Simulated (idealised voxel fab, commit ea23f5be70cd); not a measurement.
A process module follows: voxel quadruple lines.
The cross-section on display is named cut; it measures 290 nm wide, and its cells are 5 nm squares.
This document writes a cross-section as a grid whose cells are square, and gives it as bands, listed from the top down; one or more rows of cells form a band. Top, bottom (nm), then materials left to right with widths (nm); lone material tagged "all across" fills the whole band edge to edge; "empty" = empty space. Height 0 is the level under which the wafer as received is all one material. The lowest band goes on downwards, as in "0..down". A width such as "30->40" changes by the same amount from each row of cells to the next, from the band's top row to its bottom row. Any step labelled "remains unaltered" changed none of the cells in the cross-section. "Internal closed voids" - sealed voids, min. 8 cells, no opening to top; format: width x height at distance (distance from left edge; nm throughout). Step line, after settings: the simulator's comment on this step. The setting "overlay nm" may be written on the line of a step. When the step uses a mask, the value reports how far to the right of the planned place the mask lay, and a negative value reports that it lay to the left.

# The steps planned for the process are as follows
1. RECEIVE | material Si
2. CONFORMAL_DEP | material SiO2 | thk nm 10
3. DIRECTIONAL_DEP | material W | thk nm 10
4. DIRECTIONAL_DEP | material polySi | thk nm 15
5. DIRECTIONAL_DEP | material aC | thk nm 25
6. PATTERN | tone cover | mask id MANDREL | material resist | width nm 30 | thk nm 30 | overlay nm 0
7. DIRECTIONAL_ETCH | etch materials aC | depth nm 25
8. STRIP | etch materials resist
9. CONFORMAL_DEP | material SiO2 | thk nm 10
10. DIRECTIONAL_ETCH | etch materials SiO2 | depth nm 10
11. STRIP | etch materials aC
12. DIRECTIONAL_ETCH | etch materials polySi | depth nm 15
13. STRIP | etch materials SiO2
14. CONFORMAL_DEP | material SiCN | thk nm 10
15. DIRECTIONAL_ETCH | etch materials SiCN | depth nm 5
16. STRIP | etch materials polySi
17. DIRECTIONAL_ETCH | etch materials W | depth nm 10
18. STRIP | etch materials SiCN
The plan shows the depth nm of step 15 as the first wafer had it; this setting differs between the wafers, which start out alike.

# Cross-section: the first of several wafers in its as-received state, i.e. following step 1
> 0..down | Si all across
> Internal closed voids: none

# Row per wafer, end-of-module: cell gain (+)/loss (-) by material since the wafer came in, then closed voids
depth nm 5, +116 SiO2, +116 W, +12 polySi, Internal closed voids: none
depth nm 10, +116 SiO2, +16 W, Internal closed voids: none
depth nm 15, +116 SiO2, +16 W, Internal closed voids: none
depth nm 20, +116 SiO2, +16 W, Internal closed voids: none
depth nm 25, +116 SiO2, Internal closed voids: none
